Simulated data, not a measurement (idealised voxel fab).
process module | voxel trench capacitor
Square cells of 5 nm make up the cross-section cut, whose width is 225 nm.
Square cells in a grid make up a cross-section in this document, and the grid is given as bands, listed from the top down, each one or more rows of cells. The entry gives the band's vertical extent as a top height and a bottom height in nm, then its horizontal make-up as materials from left to right, each with a width in nm. "air" stands for empty space; a single material marked "all across" fills the band edge to edge. Measure heights from 0. That's the level where, below it, the as-received wafer is all one material. The lowest band is bottomless and extends downward; write it as in "0 and below". Read "30..40" as a graded width: first number on top, second number at the bottom, same change between each pair of neighbouring rows. What does "no modification" mean for a step? It means no cell of the cross-section changed in that step. "Enclosed internal cavities" means: voids of 8 cells or more that are shut off from the top with no open way through. Written width x height at distance, distance from the left edge, in nm. Heads up: the bit after the settings on a step's line is the simulator's remark on that step. overlay nm, on a step with a mask: how far to the right of its planned place the mask lay; to the left if negative.

[Steps in the process plan]
1: op RECEIVE | material Si
2: op CONFORMAL_DEP | material SiN | thk nm 5
3: op DIRECTIONAL_DEP | material aC | thk nm 10
4: op PATTERN | tone open | mask id TRENCH | material resist | width nm 15 | pitch nm 45 | thk nm 25 | overlay nm 0
5: op DIRECTIONAL_ETCH | etch materials aC | depth nm 10
6: op STRIP | etch materials resist
7: op DIRECTIONAL_ETCH | etch materials SiN | depth nm 5
8: op DIRECTIONAL_ETCH | etch materials Si | depth nm 30
9: op STRIP | etch materials aC
10: op CONFORMAL_DEP | material Al2O3 | thk nm 5
11: op FILL_DEP | material polySi | thk nm 10
12: op CMP | height nm 5

[Cross-sectional view of the wafer in its as-received condition, corresponding to the state after step 1]
- 0 and below: Si all across
- Enclosed internal cavities: none

[Looking at the first of two wafers in cross-section at end of module - ran to plan]
- 5 down to 0: SiN 80, then Al2O3 5, then polySi 5, then Al2O3 5, then SiN 30, then Al2O3 5, then polySi 5, then Al2O3 5, then SiN 85
- 0 down to -25: Si 80, then Al2O3 5, then polySi 5, then Al2O3 5, then Si 30, then Al2O3 5, then polySi 5, then Al2O3 5, then Si 85
- -25 down to -30: Si 80, then Al2O3 15, then Si 30, then Al2O3 15, then Si 85
- -30 and below: Si all across
- Enclosed internal cavities: none

[Wafer two, end of module, cross-section. Same start, same plan as wafer one. One mistake in the run]
- 5 down to 0: SiN 70, then Al2O3 5, then polySi 5, then Al2O3 5, then SiN 30, then Al2O3 5, then polySi 5, then Al2O3 5, then SiN 95
- 0 down to -25: Si 70, then Al2O3 5, then polySi 5, then Al2O3 5, then Si 30, then Al2O3 5, then polySi 5, then Al2O3 5, then Si 95
- -25 down to -30: Si 70, then Al2O3 15, then Si 30, then Al2O3 15, then Si 95
- -30 and below: Si all across
- Enclosed internal cavities: none
Diagnosis: step 4 deviated from plan and actually ran as op PATTERN | tone open | mask id TRENCH | material resist | width nm 15 | pitch nm 45 | thk nm 25 | overlay nm -10
If you tally the cells, the second wafer ends up with the same amount of every material as the first; it's all just sitting in different places.
